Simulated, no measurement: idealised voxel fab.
Proc. module: voxel wiring stack
The width of the displayed cross-section, cut, is 220 nm; its cells are square, with a size of 5 nm.
A cross-section is a grid of square cells, given in bands from the top down. A band is one or more rows of cells.
Within each band entry, the heights of the top and of the bottom of the band appear first, in that order and in nm; the materials of the band then follow from left to right, each with its corresponding width in nm. The designation "full width" on a single material indicates that it fills the band from edge to edge; the designation "air" indicates empty space.
We count height from 0. Below that, the starting wafer is all one material. The lowest band never ends at the bottom but goes on down; see "0 nm and below" for how that is written.
The expression "30 to 40" gives the width at the extremes of the band, the first number at its top row of cells and the second at its bottom row, with the width changing by equal amounts from each row to the next in between.
You'll sometimes find "no alteration" written for a step, and that's the way of saying that nowhere in the cross-section did a cell change during that step.
"Trapped cavities" enumerates empty spaces isolated from the top, with no open way to it, that contain at least 8 cells, giving each as width x height at distance from the left edge, all three in nm.
Whatever follows a step's settings on its line is a remark the simulator itself makes about that step.
"overlay nm" denotes, for a step that has a mask, the displacement of the mask to the right of its planned place, with negative values corresponding to the left.
Pairs from here to the end. Each: cross-section before one process step, cross-section after it, the latter only as far down as the lowest band that changed. Under each: the step between, and its settings. Mind that the pairs may be taken from different runs of this module on the same starting wafer; whether a pair continues from the pair above depends on its entry headed "before", and it does only where that entry says so.
BEFORE
130 nm to 125 nm: SiCN full width
125 nm to 110 nm: SiO2 50 | TiN 5 | Cu 15 | TiN 5 | SiO2 20 | TiN 5 | Cu 15 | TiN 5 | SiO2 20 | TiN 5 | Cu 15 | TiN 5 | SiO2 55
110 nm to 105 nm: SiO2 50 | TiN 5 | Cu 5 | TiN 15 | SiO2 20 | TiN 5 | Cu 5 | TiN 15 | SiO2 20 | TiN 5 | Cu 5 | TiN 15 | SiO2 55
105 nm to 95 nm: SiO2 50 | TiN 5 | Cu 5 | TiN 5 | SiO2 30 | TiN 5 | Cu 5 | TiN 5 | SiO2 30 | TiN 5 | Cu 5 | TiN 5 | SiO2 65
95 nm to 90 nm: SiCN 50 | TiN 15 | SiCN 30 | TiN 15 | SiCN 30 | TiN 15 | SiCN 65
90 nm to 85 nm: TiN 55 | Cu 15 | TiN 30 | Cu 15 | TiN 30 | Cu 15 | TiN 60
85 nm to 70 nm: lowk 50 | TiN 5 | Cu 15 | TiN 5 | lowk 20 | TiN 5 | Cu 15 | TiN 5 | lowk 20 | TiN 5 | Cu 15 | TiN 5 | lowk 55
70 nm to 65 nm: SiN 50 | TiN 25 | SiN 20 | TiN 25 | SiN 20 | TiN 25 | SiN 55
65 nm to 50 nm: SiO2 50 | Ru 15 | SiO2 30 | Ru 15 | SiO2 30 | Ru 15 | SiO2 65
50 nm to 45 nm: SiCN 50 | Ru 15 | SiCN 30 | Ru 15 | SiCN 30 | Ru 15 | SiCN 65
45 nm to 20 nm: SiO2 50 | TiN 5 | Cu 15 | TiN 5 | SiO2 20 | TiN 5 | Cu 15 | TiN 5 | SiO2 20 | TiN 5 | Cu 15 | TiN 5 | SiO2 55
20 nm to 15 nm: SiN 50 | TiN 25 | SiN 20 | TiN 25 | SiN 20 | TiN 25 | SiN 55
15 nm to 0 nm: SiO2 full width
0 nm and below: Si full width
Trapped cavities: none
CUT VIEW, POST-STEP
155 nm to 130 nm: lowk full width
Heights below 130 show no change.
Trapped cavities: none
Step between the cross-sections above: DIRECTIONAL_DEP | material lowk | thk nm 25
before: this step begins from the cross-section that the pair just above shows after its step.
CUT VIEW, POST-STEP
155 nm to 130 nm: lowk 50 | air 15 | lowk 75 | air 15 | lowk 65
Heights below 130 show no change.
Trapped cavities: none
Step between the cross-sections above: MASKED_ETCH | tone open | mask id METAL_4_HOLES | width nm 15 | pitch nm 90 | etch materials lowk | depth nm 25 | overlay nm 0
before: this step begins from the cross-section that the pair just above shows after its step.
CUT VIEW, POST-STEP
175 nm to 155 nm: resist 50 | air 25 | resist 20 | air 25 | resist 20 | air 25 | resist 55
Heights below 155 show no change.
Trapped cavities: none
Step between the cross-sections above: PATTERN | tone open | mask id METAL_4 | material resist | width nm 25 | pitch nm 45 | thk nm 20 | overlay nm 0
before: this step begins from the cross-section that the pair just above shows after its step.
CUT VIEW, POST-STEP
175 nm to 155 nm: resist 50 | air 25 | resist 20 | air 25 | resist 20 | air 25 | resist 55
155 nm to 140 nm: lowk 50 | air 25 | lowk 20 | air 25 | lowk 20 | air 25 | lowk 55
Heights below 140 show no change.
Trapped cavities: none
Step between the cross-sections above: DIRECTIONAL_ETCH | etch materials lowk | depth nm 15
before: this step begins from the cross-section that the pair just above shows after its step.
CUT VIEW, POST-STEP
175 nm to 155 nm: resist 50 | air 25 | resist 20 | air 25 | resist 20 | air 25 | resist 55
155 nm to 140 nm: lowk 50 | air 25 | lowk 20 | air 25 | lowk 20 | air 25 | lowk 55
140 nm to 130 nm: lowk 50 | air 15 | lowk 75 | air 15 | lowk 65
130 nm to 125 nm: SiCN 50 | air 15 | SiCN 75 | air 15 | SiCN 65
Heights below 125 show no change.
Trapped cavities: none
Step between the cross-sections above: DIRECTIONAL_ETCH | etch materials SiCN | depth nm 5
before: this step begins from the cross-section that the pair just above shows after its step.
CUT VIEW, POST-STEP
155 nm to 140 nm: lowk 50 | air 25 | lowk 20 | air 25 | lowk 20 | air 25 | lowk 55
Heights below 140 show no change.
Trapped cavities: none
Step between the cross-sections above: STRIP | etch materials resist
before: this step begins from the cross-section that the pair just above shows after its step.
CUT VIEW, POST-STEP
160 nm to 155 nm: TiN 55 | air 15 | TiN 30 | air 15 | TiN 30 | air 15 | TiN 60
155 nm to 145 nm: lowk 50 | TiN 5 | air 15 | TiN 5 | lowk 20 | TiN 5 | air 15 | TiN 5 | lowk 20 | TiN 5 | air 15 | TiN 5 | lowk 55
145 nm to 140 nm: lowk 50 | TiN 5 | air 5 | TiN 15 | lowk 20 | TiN 25 | lowk 20 | TiN 5 | air 5 | TiN 15 | lowk 55
140 nm to 130 nm: lowk 50 | TiN 5 | air 5 | TiN 5 | lowk 75 | TiN 5 | air 5 | TiN 5 | lowk 65
130 nm to 125 nm: SiCN 50 | TiN 15 | SiCN 75 | TiN 15 | SiCN 65
Heights below 125 show no change.
Trapped cavities: none
Step between the cross-sections above: CONFORMAL_DEP | material TiN | thk nm 5
before: this step begins from the cross-section that the pair just above shows after its step.
CUT VIEW, POST-STEP
170 nm to 160 nm: Cu full width
160 nm to 155 nm: TiN 55 | Cu 15 | TiN 30 | Cu 15 | TiN 30 | Cu 15 | TiN 60
155 nm to 145 nm: lowk 50 | TiN 5 | Cu 15 | TiN 5 | lowk 20 | TiN 5 | Cu 15 | TiN 5 | lowk 20 | TiN 5 | Cu 15 | TiN 5 | lowk 55
145 nm to 140 nm: lowk 50 | TiN 5 | Cu 5 | TiN 15 | lowk 20 | TiN 25 | lowk 20 | TiN 5 | Cu 5 | TiN 15 | lowk 55
140 nm to 130 nm: lowk 50 | TiN 5 | Cu 5 | TiN 5 | lowk 75 | TiN 5 | Cu 5 | TiN 5 | lowk 65
Heights below 130 show no change.
Trapped cavities: none
Step between the cross-sections above: FILL_DEP | material Cu | thk nm 10
before: this step begins from the cross-section that the pair just above shows after its step.
CUT VIEW, POST-STEP
155 nm to 145 nm: lowk 50 | TiN 5 | Cu 15 | TiN 5 | lowk 20 | TiN 5 | Cu 15 | TiN 5 | lowk 20 | TiN 5 | Cu 15 | TiN 5 | lowk 55
Heights below 145 show no change.
Trapped cavities: none
Step between the cross-sections above: CMP | height nm 155
before: this step begins from the cross-section that the pair just above shows after its step.
CUT VIEW, POST-STEP
160 nm to 155 nm: SiCN full width
Heights below 155 show no change.
Trapped cavities: none
Step between the cross-sections above: CONFORMAL_DEP | material SiCN | thk nm 5
BEFORE
45 nm to 20 nm: SiO2 50 | air 25 | SiO2 20 | air 25 | SiO2 20 | air 25 | SiO2 55
20 nm to 15 nm: SiN full width
15 nm to 0 nm: SiO2 full width
0 nm and below: Si full width
Trapped cavities: none
CUT VIEW, POST-STEP
45 nm to 20 nm: SiO2 50 | air 25 | SiO2 20 | air 25 | SiO2 20 | air 25 | SiO2 55
20 nm to 15 nm: SiN 55 | air 15 | SiN 30 | air 15 | SiN 30 | air 15 | SiN 60
Heights below 15 show no change.
Trapped cavities: none
Step between the cross-sections above: MASKED_ETCH | tone open | mask id METAL_1 | width nm 15 | pitch nm 45 | etch materials SiN | depth nm 5 | overlay nm 0
before: this step begins from the cross-section that the pair just above shows after its step.
CUT VIEW, POST-STEP
50 nm to 45 nm: TiN 55 | air 15 | TiN 30 | air 15 | TiN 30 | air 15 | TiN 60
45 nm to 25 nm: SiO2 50 | TiN 5 | air 15 | TiN 5 | SiO2 20 | TiN 5 | air 15 | TiN 5 | SiO2 20 | TiN 5 | air 15 | TiN 5 | SiO2 55
25 nm to 20 nm: SiO2 50 | TiN 10 | air 5 | TiN 10 | SiO2 20 | TiN 10 | air 5 | TiN 10 | SiO2 20 | TiN 10 | air 5 | TiN 10 | SiO2 55
20 nm to 15 nm: SiN 55 | TiN 15 | SiN 30 | TiN 15 | SiN 30 | TiN 15 | SiN 60
Heights below 15 show no change.
Trapped cavities: none
Step between the cross-sections above: CONFORMAL_DEP | material TiN | thk nm 5
before: this step begins from the cross-section that the pair just above shows after its step.
CUT VIEW, POST-STEP
60 nm to 50 nm: Cu full width
50 nm to 45 nm: TiN 55 | Cu 15 | TiN 30 | Cu 15 | TiN 30 | Cu 15 | TiN 60
45 nm to 25 nm: SiO2 50 | TiN 5 | Cu 15 | TiN 5 | SiO2 20 | TiN 5 | Cu 15 | TiN 5 | SiO2 20 | TiN 5 | Cu 15 | TiN 5 | SiO2 55
25 nm to 20 nm: SiO2 50 | TiN 10 | Cu 5 | TiN 10 | SiO2 20 | TiN 10 | Cu 5 | TiN 10 | SiO2 20 | TiN 10 | Cu 5 | TiN 10 | SiO2 55
Heights below 20 show no change.
Trapped cavities: none
Step between the cross-sections above: FILL_DEP | material Cu | thk nm 10
before: this step begins from the cross-section that the pair just above shows after its step.
CUT VIEW, POST-STEP
45 nm to 25 nm: SiO2 50 | TiN 5 | Cu 15 | TiN 5 | SiO2 20 | TiN 5 | Cu 15 | TiN 5 | SiO2 20 | TiN 5 | Cu 15 | TiN 5 | SiO2 55
Heights below 25 show no change.
Trapped cavities: none
Step between the cross-sections above: CMP | height nm 45
before: this step begins from the cross-section that the pair just above shows after its step.
CUT VIEW, POST-STEP
50 nm to 45 nm: SiCN full width
Heights below 45 show no change.
Trapped cavities: none
Step between the cross-sections above: CONFORMAL_DEP | material SiCN | thk nm 5
before: this step begins from the cross-section that the pair just above shows after its step.
CUT VIEW, POST-STEP
65 nm to 50 nm: SiO2 full width
Heights below 50 show no change.
Trapped cavities: none
Step between the cross-sections above: DIRECTIONAL_DEP | material SiO2 | thk nm 15
before: this step begins from the cross-section that the pair just above shows after its step.
CUT VIEW, POST-STEP
65 nm to 50 nm: SiO2 50 | air 15 | SiO2 30 | air 15 | SiO2 30 | air 15 | SiO2 65
Heights below 50 show no change.
Trapped cavities: none
Step between the cross-sections above: MASKED_ETCH | tone open | mask id PLUG_1 | width nm 15 | pitch nm 45 | etch materials SiO2 | depth nm 15 | overlay nm 0
before: this step begins from the cross-section that the pair just above shows after its step.
CUT VIEW, POST-STEP
65 nm to 50 nm: SiO2 50 | air 15 | SiO2 30 | air 15 | SiO2 30 | air 15 | SiO2 65
50 nm to 45 nm: SiCN 50 | air 15 | SiCN 30 | air 15 | SiCN 30 | air 15 | SiCN 65
Heights below 45 show no change.
Trapped cavities: none
Step between the cross-sections above: MASKED_ETCH | tone open | mask id PLUG_1 | width nm 15 | pitch nm 45 | etch materials SiCN | depth nm 5 | overlay nm 0
before: this step begins from the cross-section that the pair just above shows after its step.
CUT VIEW, POST-STEP
65 nm to 55 nm: SiO2 50 | air 15 | SiO2 30 | air 15 | SiO2 30 | air 15 | SiO2 65
55 nm to 50 nm: SiO2 50 | Ru 15 | SiO2 30 | Ru 15 | SiO2 30 | Ru 15 | SiO2 65
50 nm to 45 nm: SiCN 50 | Ru 15 | SiCN 30 | Ru 15 | SiCN 30 | Ru 15 | SiCN 65
Heights below 45 show no change.
Trapped cavities: none
Step between the cross-sections above: EPI | material Ru | thk nm 10
before: this step begins from the cross-section that the pair just above shows after its step.
CUT VIEW, POST-STEP
65 nm to 50 nm: SiO2 50 | Ru 15 | SiO2 30 | Ru 15 | SiO2 30 | Ru 15 | SiO2 65
Heights below 50 show no change.
Trapped cavities: none
Step between the cross-sections above: EPI | material Ru | thk nm 10
before: this step begins from the cross-section that the pair just above shows after its step.
CUT VIEW, POST-STEP
70 nm to 65 nm: SiN full width
Heights below 65 show no change.
Trapped cavities: none
Step between the cross-sections above: CONFORMAL_DEP | material SiN | thk nm 5
before: this step begins from the cross-section that the pair just above shows after its step.
CUT VIEW, POST-STEP
90 nm to 70 nm: lowk full width
Heights below 70 show no change.
Trapped cavities: none
Step between the cross-sections above: DIRECTIONAL_DEP | material lowk | thk nm 20
before: this step begins from the cross-section that the pair just above shows after its step.
CUT VIEW, POST-STEP
110 nm to 90 nm: resist 50 | air 25 | resist 20 | air 25 | resist 20 | air 25 | resist 55
Heights below 90 show no change.
Trapped cavities: none
Step between the cross-sections above: PATTERN | tone open | mask id METAL_2 | material resist | width nm 25 | pitch nm 45 | thk nm 20 | overlay nm 0
before: this step begins from the cross-section that the pair just above shows after its step.
CUT VIEW, POST-STEP
110 nm to 90 nm: resist 50 | air 25 | resist 20 | air 25 | resist 20 | air 25 | resist 55
90 nm to 70 nm: lowk 50 | air 25 | lowk 20 | air 25 | lowk 20 | air 25 | lowk 55
Heights below 70 show no change.
Trapped cavities: none
Step between the cross-sections above: DIRECTIONAL_ETCH | etch materials lowk | depth nm 20
before: this step begins from the cross-section that the pair just above shows after its step.
CUT VIEW, POST-STEP
110 nm to 90 nm: resist 50 | air 25 | resist 20 | air 25 | resist 20 | air 25 | resist 55
90 nm to 70 nm: lowk 50 | air 25 | lowk 20 | air 25 | lowk 20 | air 25 | lowk 55
70 nm to 65 nm: SiN 50 | air 25 | SiN 20 | air 25 | SiN 20 | air 25 | SiN 55
Heights below 65 show no change.
Trapped cavities: none
Step between the cross-sections above: DIRECTIONAL_ETCH | etch materials SiN | depth nm 5
before: this step begins from the cross-section that the pair just above shows after its step.
CUT VIEW, POST-STEP
90 nm to 70 nm: lowk 50 | air 25 | lowk 20 | air 25 | lowk 20 | air 25 | lowk 55
Heights below 70 show no change.
Trapped cavities: none
Step between the cross-sections above: STRIP | etch materials resist
before: this step begins from the cross-section that the pair just above shows after its step.
CUT VIEW, POST-STEP
95 nm to 90 nm: TiN 55 | air 15 | TiN 30 | air 15 | TiN 30 | air 15 | TiN 60
90 nm to 70 nm: lowk 50 | TiN 5 | air 15 | TiN 5 | lowk 20 | TiN 5 | air 15 | TiN 5 | lowk 20 | TiN 5 | air 15 | TiN 5 | lowk 55
70 nm to 65 nm: SiN 50 | TiN 25 | SiN 20 | TiN 25 | SiN 20 | TiN 25 | SiN 55
Heights below 65 show no change.
Trapped cavities: none
Step between the cross-sections above: CONFORMAL_DEP | material TiN | thk nm 5
before: this step begins from the cross-section that the pair just above shows after its step.
CUT VIEW, POST-STEP
105 nm to 95 nm: Cu full width
95 nm to 90 nm: TiN 55 | Cu 15 | TiN 30 | Cu 15 | TiN 30 | Cu 15 | TiN 60
90 nm to 70 nm: lowk 50 | TiN 5 | Cu 15 | TiN 5 | lowk 20 | TiN 5 | Cu 15 | TiN 5 | lowk 20 | TiN 5 | Cu 15 | TiN 5 | lowk 55
Heights below 70 show no change.
Trapped cavities: none
Step between the cross-sections above: FILL_DEP | material Cu | thk nm 10
before: this step begins from the cross-section that the pair just above shows after its step.
CUT VIEW, POST-STEP
90 nm to 70 nm: lowk 50 | TiN 5 | Cu 15 | TiN 5 | lowk 20 | TiN 5 | Cu 15 | TiN 5 | lowk 20 | TiN 5 | Cu 15 | TiN 5 | lowk 55
Heights below 70 show no change.
Trapped cavities: none
Step between the cross-sections above: CMP | height nm 90
before: this step begins from the cross-section that the pair just above shows after its step.
CUT VIEW, POST-STEP
95 nm to 90 nm: SiCN full width
Heights below 90 show no change.
Trapped cavities: none
Step between the cross-sections above: CONFORMAL_DEP | material SiCN | thk nm 5
before: this step begins from the cross-section that the pair just above shows after its step.
CUT VIEW, POST-STEP
125 nm to 95 nm: SiO2 full width
Heights below 95 show no change.
Trapped cavities: none
Step between the cross-sections above: DIRECTIONAL_DEP | material SiO2 | thk nm 30
before: this step begins from the cross-section that the pair just above shows after its step.
CUT VIEW, POST-STEP
125 nm to 95 nm: SiO2 50 | air 15 | SiO2 30 | air 15 | SiO2 30 | air 15 | SiO2 65
Heights below 95 show no change.
Trapped cavities: none
Step between the cross-sections above: MASKED_ETCH | tone open | mask id METAL_3_HOLES | width nm 15 | pitch nm 45 | etch materials SiO2 | depth nm 30 | overlay nm 0
before: this step begins from the cross-section that the pair just above shows after its step.
CUT VIEW, POST-STEP
125 nm to 105 nm: SiO2 50 | air 25 | SiO2 20 | air 25 | SiO2 20 | air 25 | SiO2 55
Heights below 105 show no change.
Trapped cavities: none
Step between the cross-sections above: MASKED_ETCH | tone open | mask id METAL_3 | width nm 25 | pitch nm 45 | etch materials SiO2 | depth nm 20 | overlay nm 0
before: this step begins from the cross-section that the pair just above shows after its step.
CUT VIEW, POST-STEP
125 nm to 105 nm: SiO2 50 | air 25 | SiO2 20 | air 25 | SiO2 20 | air 25 | SiO2 55
105 nm to 95 nm: SiO2 50 | air 15 | SiO2 30 | air 15 | SiO2 30 | air 15 | SiO2 65
95 nm to 90 nm: SiCN 50 | air 15 | SiCN 30 | air 15 | SiCN 30 | air 15 | SiCN 65
Heights below 90 show no change.
Trapped cavities: none
Step between the cross-sections above: MASKED_ETCH | tone open | mask id METAL_3 | width nm 25 | pitch nm 45 | etch materials SiCN | depth nm 5 | overlay nm 0
before: this step begins from the cross-section that the pair just above shows after its step.
CUT VIEW, POST-STEP
130 nm to 125 nm: TiN 55 | air 15 | TiN 30 | air 15 | TiN 30 | air 15 | TiN 60
125 nm to 110 nm: SiO2 50 | TiN 5 | air 15 | TiN 5 | SiO2 20 | TiN 5 | air 15 | TiN 5 | SiO2 20 | TiN 5 | air 15 | TiN 5 | SiO2 55
110 nm to 105 nm: SiO2 50 | TiN 5 | air 5 | TiN 15 | SiO2 20 | TiN 5 | air 5 | TiN 15 | SiO2 20 | TiN 5 | air 5 | TiN 15 | SiO2 55
105 nm to 95 nm: SiO2 50 | TiN 5 | air 5 | TiN 5 | SiO2 30 | TiN 5 | air 5 | TiN 5 | SiO2 30 | TiN 5 | air 5 | TiN 5 | SiO2 65
95 nm to 90 nm: SiCN 50 | TiN 15 | SiCN 30 | TiN 15 | SiCN 30 | TiN 15 | SiCN 65
Heights below 90 show no change.
Trapped cavities: none
Step between the cross-sections above: CONFORMAL_DEP | material TiN | thk nm 5
before: this step begins from the cross-section that the pair just above shows after its step.
CUT VIEW, POST-STEP
140 nm to 130 nm: Cu full width
130 nm to 125 nm: TiN 55 | Cu 15 | TiN 30 | Cu 15 | TiN 30 | Cu 15 | TiN 60
125 nm to 110 nm: SiO2 50 | TiN 5 | Cu 15 | TiN 5 | SiO2 20 | TiN 5 | Cu 15 | TiN 5 | SiO2 20 | TiN 5 | Cu 15 | TiN 5 | SiO2 55
110 nm to 105 nm: SiO2 50 | TiN 5 | Cu 5 | TiN 15 | SiO2 20 | TiN 5 | Cu 5 | TiN 15 | SiO2 20 | TiN 5 | Cu 5 | TiN 15 | SiO2 55
105 nm to 95 nm: SiO2 50 | TiN 5 | Cu 5 | TiN 5 | SiO2 30 | TiN 5 | Cu 5 | TiN 5 | SiO2 30 | TiN 5 | Cu 5 | TiN 5 | SiO2 65
Heights below 95 show no change.
Trapped cavities: none
Step between the cross-sections above: FILL_DEP | material Cu | thk nm 10
before: this step begins from the cross-section that the pair just above shows after its step.
CUT VIEW, POST-STEP
125 nm to 110 nm: SiO2 50 | TiN 5 | Cu 15 | TiN 5 | SiO2 20 | TiN 5 | Cu 15 | TiN 5 | SiO2 20 | TiN 5 | Cu 15 | TiN 5 | SiO2 55
Heights below 110 show no change.
Trapped cavities: none
Step between the cross-sections above: CMP | height nm 125
before: this step begins from the cross-section that the pair just above shows after its step.
CUT VIEW, POST-STEP
130 nm to 125 nm: SiCN full width
Heights below 125 show no change.
Trapped cavities: none
Step between the cross-sections above: CONFORMAL_DEP | material SiCN | thk nm 5
before: this step begins from the cross-section that the pair just above shows after its step.
CUT VIEW, POST-STEP
155 nm to 130 nm: lowk full width
Heights below 130 show no change.
Trapped cavities: none
Step between the cross-sections above: DIRECTIONAL_DEP | material lowk | thk nm 25
before: this step begins from the cross-section that the pair just above shows after its step.
CUT VIEW, POST-STEP
155 nm to 130 nm: lowk 50 | air 15 | lowk 75 | air 15 | lowk 65
Heights below 130 show no change.
Trapped cavities: none
Step between the cross-sections above: MASKED_ETCH | tone open | mask id METAL_4_HOLES | width nm 15 | pitch nm 90 | etch materials lowk | depth nm 25 | overlay nm 0
before: this step begins from the cross-section that the pair just above shows after its step.
CUT VIEW, POST-STEP
175 nm to 155 nm: resist 50 | air 25 | resist 20 | air 25 | resist 20 | air 25 | resist 55
Heights below 155 show no change.
Trapped cavities: none
Step between the cross-sections above: PATTERN | tone open | mask id METAL_4 | material resist | width nm 25 | pitch nm 45 | thk nm 20 | overlay nm 0
before: this step begins from the cross-section that the pair just above shows after its step.
CUT VIEW, POST-STEP
175 nm to 155 nm: resist 50 | air 25 | resist 20 | air 25 | resist 20 | air 25 | resist 55
155 nm to 140 nm: lowk 50 | air 25 | lowk 20 | air 25 | lowk 20 | air 25 | lowk 55
Heights below 140 show no change.
Trapped cavities: none
Step between the cross-sections above: DIRECTIONAL_ETCH | etch materials lowk | depth nm 15
before: this step begins from the cross-section that the pair just above shows after its step.
CUT VIEW, POST-STEP
175 nm to 155 nm: resist 50 | air 25 | resist 20 | air 25 | resist 20 | air 25 | resist 55
155 nm to 140 nm: lowk 50 | air 25 | lowk 20 | air 25 | lowk 20 | air 25 | lowk 55
140 nm to 130 nm: lowk 50 | air 15 | lowk 75 | air 15 | lowk 65
130 nm to 125 nm: SiCN 50 | air 15 | SiCN 75 | air 15 | SiCN 65
Heights below 125 show no change.
Trapped cavities: none
Step between the cross-sections above: DIRECTIONAL_ETCH | etch materials SiCN | depth nm 5
before: this step begins from the cross-section that the pair just above shows after its step.
CUT VIEW, POST-STEP
155 nm to 140 nm: lowk 50 | air 25 | lowk 20 | air 25 | lowk 20 | air 25 | lowk 55
Heights below 140 show no change.
Trapped cavities: none
Step between the cross-sections above: STRIP | etch materials resist
before: this step begins from the cross-section that the pair just above shows after its step.
CUT VIEW, POST-STEP
160 nm to 155 nm: TiN 55 | air 15 | TiN 30 | air 15 | TiN 30 | air 15 | TiN 60
155 nm to 145 nm: lowk 50 | TiN 5 | air 15 | TiN 5 | lowk 20 | TiN 5 | air 15 | TiN 5 | lowk 20 | TiN 5 | air 15 | TiN 5 | lowk 55
145 nm to 140 nm: lowk 50 | TiN 5 | air 5 | TiN 15 | lowk 20 | TiN 25 | lowk 20 | TiN 5 | air 5 | TiN 15 | lowk 55
140 nm to 130 nm: lowk 50 | TiN 5 | air 5 | TiN 5 | lowk 75 | TiN 5 | air 5 | TiN 5 | lowk 65
130 nm to 125 nm: SiCN 50 | TiN 15 | SiCN 75 | TiN 15 | SiCN 65
Heights below 125 show no change.
Trapped cavities: none
Step between the cross-sections above: CONFORMAL_DEP | material TiN | thk nm 5
before: this step begins from the cross-section that the pair just above shows after its step.
CUT VIEW, POST-STEP
170 nm to 160 nm: Cu full width
160 nm to 155 nm: TiN 55 | Cu 15 | TiN 30 | Cu 15 | TiN 30 | Cu 15 | TiN 60
155 nm to 145 nm: lowk 50 | TiN 5 | Cu 15 | TiN 5 | lowk 20 | TiN 5 | Cu 15 | TiN 5 | lowk 20 | TiN 5 | Cu 15 | TiN 5 | lowk 55
145 nm to 140 nm: lowk 50 | TiN 5 | Cu 5 | TiN 15 | lowk 20 | TiN 25 | lowk 20 | TiN 5 | Cu 5 | TiN 15 | lowk 55
140 nm to 130 nm: lowk 50 | TiN 5 | Cu 5 | TiN 5 | lowk 75 | TiN 5 | Cu 5 | TiN 5 | lowk 65
Heights below 130 show no change.
Trapped cavities: none
Step between the cross-sections above: FILL_DEP | material Cu | thk nm 10
before: this step begins from the cross-section that the pair just above shows after its step.
CUT VIEW, POST-STEP
155 nm to 145 nm: lowk 50 | TiN 5 | Cu 15 | TiN 5 | lowk 20 | TiN 5 | Cu 15 | TiN 5 | lowk 20 | TiN 5 | Cu 15 | TiN 5 | lowk 55
Heights below 145 show no change.
Trapped cavities: none
Step between the cross-sections above: CMP | height nm 155
before: this step begins from the cross-section that the pair just above shows after its step.
CUT VIEW, POST-STEP
160 nm to 155 nm: SiCN full width
Heights below 155 show no change.
Trapped cavities: none
Step between the cross-sections above: CONFORMAL_DEP | material SiCN | thk nm 5
BEFORE
65 nm to 50 nm: SiO2 50 | air 15 | SiO2 30 | air 15 | SiO2 30 | air 15 | SiO2 65
50 nm to 45 nm: SiCN full width
45 nm to 20 nm: SiO2 50 | TiN 5 | Cu 15 | TiN 5 | SiO2 20 | TiN 5 | Cu 15 | TiN 5 | SiO2 20 | TiN 5 | Cu 15 | TiN 5 | SiO2 55
20 nm to 15 nm: SiN 50 | TiN 25 | SiN 20 | TiN 25 | SiN 20 | TiN 25 | SiN 55
15 nm to 0 nm: SiO2 full width
0 nm and below: Si full width
Trapped cavities: none
CUT VIEW, POST-STEP
65 nm to 50 nm: SiO2 50 | air 15 | SiO2 30 | air 15 | SiO2 30 | air 15 | SiO2 65
50 nm to 45 nm: SiCN 50 | air 10 | SiCN 35 | air 10 | SiCN 35 | air 10 | SiCN 70
Heights below 45 show no change.
Trapped cavities: none
Step between the cross-sections above: MASKED_ETCH | tone open | mask id PLUG_1 | width nm 15 | pitch nm 45 | etch materials SiCN | depth nm 5 | overlay nm -5
before: this step begins from the cross-section that the pair just above shows after its step.
CUT VIEW, POST-STEP
65 nm to 55 nm: SiO2 50 | air 15 | SiO2 30 | air 15 | SiO2 30 | air 15 | SiO2 65
55 nm to 50 nm: SiO2 50 | Ru 15 | SiO2 30 | Ru 15 | SiO2 30 | Ru 15 | SiO2 65
50 nm to 45 nm: SiCN 50 | Ru 10 | SiCN 35 | Ru 10 | SiCN 35 | Ru 10 | SiCN 70
Heights below 45 show no change.
Trapped cavities: none
Step between the cross-sections above: EPI | material Ru | thk nm 10
before: this step begins from the cross-section that the pair just above shows after its step.
CUT VIEW, POST-STEP
65 nm to 50 nm: SiO2 50 | Ru 15 | SiO2 30 | Ru 15 | SiO2 30 | Ru 15 | SiO2 65
Heights below 50 show no change.
Trapped cavities: none
Step between the cross-sections above: EPI | material Ru | thk nm 10
before: this step begins from the cross-section that the pair just above shows after its step.
CUT VIEW, POST-STEP
70 nm to 65 nm: SiN full width
Heights below 65 show no change.
Trapped cavities: none
Step between the cross-sections above: CONFORMAL_DEP | material SiN | thk nm 5
before: this step begins from the cross-section that the pair just above shows after its step.
CUT VIEW, POST-STEP
90 nm to 70 nm: lowk full width
Heights below 70 show no change.
Trapped cavities: none
Step between the cross-sections above: DIRECTIONAL_DEP | material lowk | thk nm 20
before: this step begins from the cross-section that the pair just above shows after its step.
CUT VIEW, POST-STEP
110 nm to 90 nm: resist 50 | air 25 | resist 20 | air 25 | resist 20 | air 25 | resist 55
Heights below 90 show no change.
Trapped cavities: none
Step between the cross-sections above: PATTERN | tone open | mask id METAL_2 | material resist | width nm 25 | pitch nm 45 | thk nm 20 | overlay nm 0
before: this step begins from the cross-section that the pair just above shows after its step.
CUT VIEW, POST-STEP
110 nm to 90 nm: resist 50 | air 25 | resist 20 | air 25 | resist 20 | air 25 | resist 55
90 nm to 70 nm: lowk 50 | air 25 | lowk 20 | air 25 | lowk 20 | air 25 | lowk 55
Heights below 70 show no change.
Trapped cavities: none
Step between the cross-sections above: DIRECTIONAL_ETCH | etch materials lowk | depth nm 20
before: this step begins from the cross-section that the pair just above shows after its step.
CUT VIEW, POST-STEP
110 nm to 90 nm: resist 50 | air 25 | resist 20 | air 25 | resist 20 | air 25 | resist 55
90 nm to 70 nm: lowk 50 | air 25 | lowk 20 | air 25 | lowk 20 | air 25 | lowk 55
70 nm to 65 nm: SiN 50 | air 25 | SiN 20 | air 25 | SiN 20 | air 25 | SiN 55
Heights below 65 show no change.
Trapped cavities: none
Step between the cross-sections above: DIRECTIONAL_ETCH | etch materials SiN | depth nm 5
before: this step begins from the cross-section that the pair just above shows after its step.
CUT VIEW, POST-STEP
90 nm to 70 nm: lowk 50 | air 25 | lowk 20 | air 25 | lowk 20 | air 25 | lowk 55
Heights below 70 show no change.
Trapped cavities: none
Step between the cross-sections above: STRIP | etch materials resist
before: this step begins from the cross-section that the pair just above shows after its step.
CUT VIEW, POST-STEP
95 nm to 90 nm: TiN 55 | air 15 | TiN 30 | air 15 | TiN 30 | air 15 | TiN 60
90 nm to 70 nm: lowk 50 | TiN 5 | air 15 | TiN 5 | lowk 20 | TiN 5 | air 15 | TiN 5 | lowk 20 | TiN 5 | air 15 | TiN 5 | lowk 55
70 nm to 65 nm: SiN 50 | TiN 25 | SiN 20 | TiN 25 | SiN 20 | TiN 25 | SiN 55
Heights below 65 show no change.
Trapped cavities: none
Step between the cross-sections above: CONFORMAL_DEP | material TiN | thk nm 5
before: this step begins from the cross-section that the pair just above shows after its step.
CUT VIEW, POST-STEP
105 nm to 95 nm: Cu full width
95 nm to 90 nm: TiN 55 | Cu 15 | TiN 30 | Cu 15 | TiN 30 | Cu 15 | TiN 60
90 nm to 70 nm: lowk 50 | TiN 5 | Cu 15 | TiN 5 | lowk 20 | TiN 5 | Cu 15 | TiN 5 | lowk 20 | TiN 5 | Cu 15 | TiN 5 | lowk 55
Heights below 70 show no change.
Trapped cavities: none
Step between the cross-sections above: FILL_DEP | material Cu | thk nm 10
before: this step begins from the cross-section that the pair just above shows after its step.
CUT VIEW, POST-STEP
90 nm to 70 nm: lowk 50 | TiN 5 | Cu 15 | TiN 5 | lowk 20 | TiN 5 | Cu 15 | TiN 5 | lowk 20 | TiN 5 | Cu 15 | TiN 5 | lowk 55
Heights below 70 show no change.
Trapped cavities: none
Step between the cross-sections above: CMP | height nm 90
